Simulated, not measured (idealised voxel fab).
process module | voxel wiring stack
cross-section cut | 260 nm wide | cells 5 nm
A cross-section is a grid of square cells, given in bands from the top down. A band is one or more rows of cells.
Each band's line starts with the height of the band's top and of its bottom, in nm. Then come its materials from left to right, each with its width in nm. One material with "throughout" fills the band from edge to edge. "air" is empty space.
Height 0 is the level under which the wafer as received is all one material. The lowest band goes on downwards, as in "0 down".
A width such as "30 to 40" changes by the same amount from each row of cells to the next, from the band's top row to its bottom row.
"no change" after a step means that no cell of the cross-section changed.
closed voids: empty space of 8 cells or more with no open way to the top, each as width x height at its distance from the left edge, in nm
after a step's settings: what the simulator itself notes on the step
overlay nm, on a step with a mask: how far to the right of its planned place the mask lay; to the left if negative
Each pair below shows a cross-section before one step and the cross-section after it, down to the lowest band that changed. The line under each pair gives the step between them, with its settings. The pairs can come from different runs of this module on the same starting wafer, so a pair continues from the pair above only where its "before" says so.
before
  90 to 80: lowk 95 | Ru 15 | lowk 30 | Ru 15 | lowk 105
  80 to 75: SiCN 95 | Ru 15 | SiCN 30 | Ru 15 | SiCN 105
  75 to 60: lowk 95 | TiN 5 | Ru 15 | TiN 5 | lowk 20 | TiN 5 | Ru 15 | TiN 5 | lowk 95
  60 to 55: lowk 95 | TiN 5 | Ru 5 | TiN 15 | lowk 20 | TiN 5 | Ru 5 | TiN 15 | lowk 95
  55 to 45: lowk 95 | TiN 5 | Ru 5 | TiN 5 | lowk 30 | TiN 5 | Ru 5 | TiN 5 | lowk 105
  45 to 40: SiCN 95 | TiN 15 | SiCN 30 | TiN 15 | SiCN 105
  40 to 15: Ru 95 | lowk 25 | Ru 20 | lowk 25 | Ru 95
  15 to 10: TiN throughout
  10 to 0: SiO2 throughout
  0 down: Si throughout
  closed voids: none
after
  95 to 90: TiN throughout
  below 90: unchanged
  closed voids: none
the step between: op DIRECTIONAL_DEP | material TiN | thk nm 5
before: the cross-section after the pair above
after
  120 to 95: W throughout
  below 95: unchanged
  closed voids: none
the step between: op DIRECTIONAL_DEP | material W | thk nm 25
before: the cross-section after the pair above
after
  140 to 120: air 95 | resist 25 | air 20 | resist 25 | air 95
  below 120: unchanged
  closed voids: none
the step between: op PATTERN | tone cover | mask id METAL_3 | material resist | width nm 25 | pitch nm 45 | thk nm 20 | overlay nm 0
before: the cross-section after the pair above
after
  140 to 120: air 95 | resist 25 | air 20 | resist 25 | air 95
  120 to 95: air 95 | W 25 | air 20 | W 25 | air 95
  below 95: unchanged
  closed voids: none
the step between: op DIRECTIONAL_ETCH | etch materials W | depth nm 25
before: the cross-section after the pair above
after
  140 to 120: air 95 | resist 25 | air 20 | resist 25 | air 95
  120 to 95: air 95 | W 25 | air 20 | W 25 | air 95
  95 to 90: air 95 | TiN 25 | air 20 | TiN 25 | air 95
  below 90: unchanged
  closed voids: none
the step between: op DIRECTIONAL_ETCH | etch materials TiN | depth nm 5
before: the cross-section after the pair above
after
  120 to 95: air 95 | W 25 | air 20 | W 25 | air 95
  below 95: unchanged
  closed voids: none
the step between: op STRIP | etch materials resist
before: the cross-section after the pair above
after
  130 to 120: lowk throughout
  120 to 95: lowk 95 | W 25 | lowk 20 | W 25 | lowk 95
  95 to 90: lowk 95 | TiN 25 | lowk 20 | TiN 25 | lowk 95
  below 90: unchanged
  closed voids: none
the step between: op FILL_DEP | material lowk | thk nm 10
before: the cross-section after the pair above
after
  120 to 95: lowk 95 | W 25 | lowk 20 | W 25 | lowk 95
  below 95: unchanged
  closed voids: none
the step between: op CMP | height nm 120
before: the cross-section after the pair above
after
  125 to 120: SiN throughout
  below 120: unchanged
  closed voids: none
the step between: op CONFORMAL_DEP | material SiN | thk nm 5
